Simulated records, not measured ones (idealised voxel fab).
process module | voxel gate over fins
cross-section cut | 290 nm wide | cells 5 nm
A cross-section is a grid of square cells, given in bands from the top down. A band is one or more rows of cells.
Each band's line starts with the height of the band's top and of its bottom, in nm. Then come its materials from left to right, each with its width in nm. One material with "throughout" fills the band from edge to edge. "air" is empty space.
Height 0 is the level under which the wafer as received is all one material. The lowest band goes on downwards, as in "0 down".
A width such as "30 to 40" changes by the same amount from each row of cells to the next, from the band's top row to its bottom row.
"no change" after a step means that no cell of the cross-section changed.
closed voids: empty space of 8 cells or more with no open way to the top, each as width x height at its distance from the left edge, in nm
after a step's settings: what the simulator itself notes on the step
overlay nm, on a step with a mask: how far to the right of its planned place the mask lay; to the left if negative
plan
1 op RECEIVE | material Si
2 op CONFORMAL_DEP | material SiN | thk nm 5
3 op PATTERN | tone cover | mask id FINS | material resist | width nm 15 | pitch nm 45 | thk nm 15 | overlay nm 0
4 op DIRECTIONAL_ETCH | etch materials SiN | depth nm 5
5 op DIRECTIONAL_ETCH | etch materials Si | depth nm 30
6 op STRIP | etch materials resist
7 op OXIDIZE | depth nm 5
8 op FILL_DEP | material SiO2 | thk nm 5
9 op CMP | height nm 5
10 op SELECTIVE_ETCH | etch materials SiO2 | depth nm 15
11 op STRIP | etch materials SiN
12 op CONFORMAL_DEP | material HfO2 | thk nm 5
13 op CONFORMAL_DEP | material TiN | thk nm 5
14 op FILL_DEP | material W | thk nm 15
15 op CMP | height nm 20
16 op CONFORMAL_DEP | material SiCN | thk nm 10
varied across the wafers: width nm of step 3. The plan shows the first wafer's value. All wafers start alike
first wafer as received, after step 1
  0 down: Si throughout
  closed voids: none
each wafer at the end: cells of each material gained (+) or lost (-) since it was received, then its closed voids
width nm 15 | +70 HfO2 | -385 Si | +116 SiCN | +275 SiO2 | +70 TiN | +202 W | closed voids: none
width nm 20 | +70 HfO2 | -364 Si | +116 SiCN | +260 SiO2 | +70 TiN | +196 W | closed voids: none
width nm 25 | +70 HfO2 | -343 Si | +116 SiCN | +245 SiO2 | +70 TiN | +190 W | closed voids: none
width nm 30 | +70 HfO2 | -322 Si | +116 SiCN | +230 SiO2 | +70 TiN | +184 W | closed voids: none
